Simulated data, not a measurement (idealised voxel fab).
Proc. module: voxel fin reveal
Square cell edge 5 nm, section width 255 nm, ID cut.
Cross-section format: a grid of square cells, given as bands from top to bottom; each band is one or more rows of cells. It is stipulated that each band's entry specify, in nanometres, the height of the top of the band and then that of its bottom, followed by the materials of the band in left-to-right sequence, each together with its width in nanometres. A single material marked by the word "edge to edge" is understood to fill the band from edge to edge; the word "air" is understood to denote empty space. Below 0: as-received wafer, all one material; heights counted from there. Lowest band: no bottom, goes on down, written "0 nm and below". With a width like "30 to 40", each row of cells in the band differs from the next by the same amount, the top row carrying the first number and the bottom row the second. Basically "same as before" means that step didn't change any cell in the cross-section. Closed empty spaces (no open way to the top) of 8 cells or more are what "Completely enclosed voids" lists, each as width x height at distance from the left edge, nm for all three. On a step's line, text after the settings is the simulator commenting on that step. "overlay nm", when on a step's line for a step with a mask, measures how far to the right of its planned place the mask lay; a negative measure means to the left.

-- Process steps - plan
step 1: RECEIVE,material Si
step 2: CONFORMAL_DEP,material SiN,thk nm 10
step 3: PATTERN,tone cover,mask id FINS,material resist,width nm 15,pitch nm 40,thk nm 15,overlay nm 0
step 4: DIRECTIONAL_ETCH,etch materials SiN,depth nm 10
step 5: DIRECTIONAL_ETCH,etch materials Si,depth nm 35
step 6: STRIP,etch materials resist
step 7: OXIDIZE,depth nm 5
step 8: FILL_DEP,material SiO2,thk nm 10
step 9: CMP,height nm 10
step 10: SELECTIVE_ETCH,etch materials SiO2,depth nm 20
step 11: STRIP,etch materials SiN

-- as received, after step 1
> 0 nm and below: Si edge to edge
> Completely enclosed voids: none

-- Result of the module, cross-sectioned: start per above, plan per above, one error in how it was run
> 0 nm to -10 nm: air: 85; Si: 5; air: 35; Si: 5; air: 35; Si: 5; air: 85
> -10 nm to -20 nm: SiO2: 60; air: 25; Si: 5; air: 35; Si: 5; air: 35; Si: 5; air: 25; SiO2: 60
> -20 nm to -40 nm: SiO2: 85; Si: 5; SiO2: 35; Si: 5; SiO2: 35; Si: 5; SiO2: 85
> -40 nm and below: Si edge to edge
> Completely enclosed voids: none
The mistake made against the process plan was this: plan vs actual: 10 and 11 interchanged
